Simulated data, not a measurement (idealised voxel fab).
process module | voxel tone inversion
cross-section cut | 255 nm wide | cells 5 nm
A cross-section is a grid of square cells, given in bands from the top down. A band is one or more rows of cells.
Each band's line starts with the height of the band's top and of its bottom, in nm. Then come its materials from left to right, each with its width in nm. One material with "throughout" fills the band from edge to edge. "air" is empty space.
Height 0 is the level under which the wafer as received is all one material. The lowest band goes on downwards, as in "0 down".
A width such as "30 to 40" changes by the same amount from each row of cells to the next, from the band's top row to its bottom row.
"no change" after a step means that no cell of the cross-section changed.
closed voids: empty space of 8 cells or more with no open way to the top, each as width x height at its distance from the left edge, in nm
after a step's settings: what the simulator itself notes on the step
overlay nm, on a step with a mask: how far to the right of its planned place the mask lay; to the left if negative
plan
1 op RECEIVE | material Si
2 op CONFORMAL_DEP | material SiN | thk nm 5
3 op DIRECTIONAL_DEP | material polySi | thk nm 25
4 op PATTERN | tone cover | mask id POSTS | material resist | width nm 25 | pitch nm 40 | thk nm 30 | overlay nm 0
5 op DIRECTIONAL_ETCH | etch materials polySi | depth nm 25
6 op STRIP | etch materials resist
7 op FILL_DEP | material lowk | thk nm 5
8 op CMP | height nm 35
9 op STRIP | etch materials polySi
10 op CONFORMAL_DEP | material TiN | thk nm 5
11 op FILL_DEP | material Cu | thk nm 10
12 op CMP | height nm 35
13 op CONFORMAL_DEP | material SiCN | thk nm 5
varied across the wafers: thk nm of step 2. The plan shows the first wafer's value. All wafers start alike
first wafer as received, after step 1
  0 down: Si throughout
  closed voids: none
each wafer at the end: cells of each material gained (+) or lost (-) since it was received, then its closed voids
thk nm 5 | +51 SiCN | +51 SiN | +256 lowk | +50 polySi | closed voids: none
thk nm 10 | +24 Cu | +51 SiCN | +102 SiN | +26 TiN | +205 lowk | closed voids: none
thk nm 15 | +18 Cu | +51 SiCN | +153 SiN | +22 TiN | +164 lowk | closed voids: none
thk nm 20 | +12 Cu | +51 SiCN | +204 SiN | +18 TiN | +123 lowk | closed voids: none
thk nm 25 | +6 Cu | +51 SiCN | +255 SiN | +14 TiN | +82 lowk | closed voids: none
